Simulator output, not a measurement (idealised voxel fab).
process module | voxel wiring stack
cross-section cut | 180 nm wide | cells 5 nm
A cross-section is a grid of square cells, given in bands from the top down. A band is one or more rows of cells.
Each band's line starts with the height of the band's top and of its bottom, in nm. Then come its materials from left to right, each with its width in nm. One material with "throughout" fills the band from edge to edge. "air" is empty space.
Height 0 is the level under which the wafer as received is all one material. The lowest band goes on downwards, as in "0 down".
A width such as "30 to 40" changes by the same amount from each row of cells to the next, from the band's top row to its bottom row.
"no change" after a step means that no cell of the cross-section changed.
closed voids: empty space of 8 cells or more with no open way to the top, each as width x height at its distance from the left edge, in nm
after a step's settings: what the simulator itself notes on the step
overlay nm, on a step with a mask: how far to the right of its planned place the mask lay; to the left if negative
plan
1 op RECEIVE | material Si
2 op CONFORMAL_DEP | material SiO2 | thk nm 10
3 op DIRECTIONAL_DEP | material TiN | thk nm 5
4 op DIRECTIONAL_DEP | material W | thk nm 25
5 op DIRECTIONAL_DEP | material aC | thk nm 10
6 op PATTERN | tone cover | mask id METAL_1 | material resist | width nm 25 | pitch nm 45 | thk nm 30 | overlay nm 0
7 op DIRECTIONAL_ETCH | etch materials aC | depth nm 10
8 op STRIP | etch materials resist
9 op DIRECTIONAL_ETCH | etch materials W | depth nm 25
10 op DIRECTIONAL_ETCH | etch materials TiN | depth nm 5
11 op STRIP | etch materials aC
12 op CONFORMAL_DEP | material SiN | thk nm 5
13 op FILL_DEP | material lowk | thk nm 10
14 op CMP | height nm 40
15 op CONFORMAL_DEP | material SiCN | thk nm 5
16 op DIRECTIONAL_DEP | material lowk | thk nm 30
17 op DIRECTIONAL_DEP | material aC | thk nm 15
18 op PATTERN | tone open | mask id METAL_2_HOLES | material resist | width nm 15 | pitch nm 45 | thk nm 35 | overlay nm 0
19 op DIRECTIONAL_ETCH | etch materials aC | depth nm 15
20 op STRIP | etch materials resist
21 op DIRECTIONAL_ETCH | etch materials lowk | depth nm 30
22 op STRIP | etch materials aC
23 op DIRECTIONAL_DEP | material aC | thk nm 15
24 op PATTERN | tone open | mask id METAL_2 | material resist | width nm 25 | pitch nm 45 | thk nm 30 | overlay nm 0
25 op DIRECTIONAL_ETCH | etch materials aC | depth nm 15
26 op STRIP | etch materials resist
27 op DIRECTIONAL_ETCH | etch materials lowk | depth nm 20
28 op DIRECTIONAL_ETCH | etch materials SiCN | depth nm 5
29 op STRIP | etch materials aC
30 op CONFORMAL_DEP | material TiN | thk nm 5
31 op FILL_DEP | material Cu | thk nm 5
32 op CMP | height nm 75
33 op CONFORMAL_DEP | material SiCN | thk nm 5
34 op DIRECTIONAL_DEP | material lowk | thk nm 25
35 op DIRECTIONAL_DEP | material aC | thk nm 10
36 op PATTERN | tone open | mask id METAL_3_HOLES | material resist | width nm 15 | thk nm 25 | overlay nm 0
37 op DIRECTIONAL_ETCH | etch materials aC | depth nm 10
38 op STRIP | etch materials resist
39 op DIRECTIONAL_ETCH | etch materials lowk | depth nm 25
40 op STRIP | etch materials aC
41 op PATTERN | tone open | mask id METAL_3 | material resist | width nm 25 | pitch nm 45 | thk nm 20 | overlay nm 0
42 op DIRECTIONAL_ETCH | etch materials lowk | depth nm 15
43 op DIRECTIONAL_ETCH | etch materials SiCN | depth nm 5
44 op STRIP | etch materials resist
45 op CONFORMAL_DEP | material TiN | thk nm 5
46 op FILL_DEP | material Cu | thk nm 10
47 op CMP | height nm 105
48 op CONFORMAL_DEP | material SiCN | thk nm 5
49 op DIRECTIONAL_DEP | material SiO2 | thk nm 25
50 op MASKED_ETCH | tone open | mask id METAL_4_HOLES | width nm 15 | etch materials SiO2 | depth nm 25 | overlay nm 0
51 op DIRECTIONAL_DEP | material aC | thk nm 15
52 op PATTERN | tone open | mask id METAL_4 | material resist | width nm 25 | pitch nm 45 | thk nm 35 | overlay nm 0
53 op DIRECTIONAL_ETCH | etch materials aC | depth nm 15
54 op STRIP | etch materials resist
55 op DIRECTIONAL_ETCH | etch materials SiO2 | depth nm 15
56 op DIRECTIONAL_ETCH | etch materials SiCN | depth nm 5
57 op STRIP | etch materials aC
58 op CONFORMAL_DEP | material TiN | thk nm 5
59 op FILL_DEP | material Cu | thk nm 5
60 op CMP | height nm 135
61 op CONFORMAL_DEP | material SiCN | thk nm 5
as received, after step 1
  0 down: Si throughout
  closed voids: none
first wafer at the end, as planned
  140 to 135: SiCN throughout
  135 to 125: SiO2 55 | TiN 5 | Cu 15 | TiN 5 | SiO2 20 | TiN 5 | Cu 15 | TiN 5 | SiO2 55
  125 to 120: SiO2 55 | TiN 5 | Cu 5 | TiN 15 | SiO2 20 | TiN 25 | SiO2 55
  120 to 110: SiO2 55 | TiN 5 | Cu 5 | TiN 5 | SiO2 110
  110 to 105: SiCN 55 | TiN 15 | SiCN 110
  105 to 95: lowk 55 | TiN 5 | Cu 15 | TiN 5 | lowk 20 | TiN 5 | Cu 15 | TiN 5 | lowk 55
  95 to 90: lowk 55 | TiN 5 | Cu 5 | TiN 15 | lowk 20 | TiN 25 | lowk 55
  90 to 80: lowk 55 | TiN 5 | Cu 5 | TiN 5 | lowk 110
  80 to 75: SiCN 55 | TiN 15 | SiCN 110
  75 to 60: lowk 55 | TiN 5 | Cu 15 | TiN 5 | lowk 20 | TiN 5 | Cu 15 | TiN 5 | lowk 55
  60 to 55: lowk 55 | TiN 5 | Cu 5 | TiN 15 | lowk 20 | TiN 5 | Cu 5 | TiN 15 | lowk 55
  55 to 45: lowk 55 | TiN 5 | Cu 5 | TiN 5 | lowk 30 | TiN 5 | Cu 5 | TiN 5 | lowk 65
  45 to 40: SiCN 55 | TiN 15 | SiCN 30 | TiN 15 | SiCN 65
  40 to 15: lowk 50 | SiN 5 | W 25 | SiN 5 | lowk 10 | SiN 5 | W 25 | SiN 5 | lowk 50
  15 to 10: SiN 55 | TiN 25 | SiN 20 | TiN 25 | SiN 55
  10 to 0: SiO2 throughout
  0 down: Si throughout
  closed voids: none
second wafer at the end: like start, like plan, one mistake
  140 to 135: SiCN throughout
  135 to 125: SiO2 55 | TiN 5 | Cu 15 | TiN 5 | SiO2 20 | TiN 5 | Cu 15 | TiN 5 | SiO2 55
  125 to 120: SiO2 55 | TiN 5 | Cu 5 | TiN 15 | SiO2 20 | TiN 25 | SiO2 55
  120 to 110: SiO2 55 | TiN 5 | Cu 5 | TiN 5 | SiO2 110
  110 to 105: SiCN 55 | TiN 15 | SiCN 110
  105 to 95: lowk 55 | TiN 5 | Cu 15 | TiN 5 | lowk 20 | TiN 5 | Cu 15 | TiN 5 | lowk 55
  95 to 90: lowk 55 | TiN 5 | Cu 5 | TiN 15 | lowk 20 | TiN 25 | lowk 55
  90 to 80: lowk 55 | TiN 5 | Cu 5 | TiN 5 | lowk 110
  80 to 75: SiCN 55 | TiN 15 | SiCN 110
  75 to 60: lowk 55 | TiN 5 | Cu 15 | TiN 5 | lowk 20 | TiN 5 | Cu 15 | TiN 5 | lowk 55
  60 to 55: lowk 55 | TiN 5 | Cu 5 | TiN 15 | lowk 20 | TiN 5 | Cu 5 | TiN 15 | lowk 55
  55 to 45: lowk 55 | TiN 5 | Cu 5 | TiN 5 | lowk 30 | TiN 5 | Cu 5 | TiN 5 | lowk 65
  45 to 40: SiCN 55 | TiN 15 | SiCN 30 | TiN 15 | SiCN 65
  40 to 15: Cu 50 | SiN 5 | W 25 | SiN 5 | Cu 10 | SiN 5 | W 25 | SiN 5 | Cu 50
  15 to 10: SiN 55 | TiN 25 | SiN 20 | TiN 25 | SiN 55
  10 to 0: SiO2 throughout
  0 down: Si throughout
  closed voids: none
what went wrong: step 13 ran as: op FILL_DEP | material Cu | thk nm 10
at the end the second wafer has, in cells: 110 more of Cu | 110 fewer of lowk
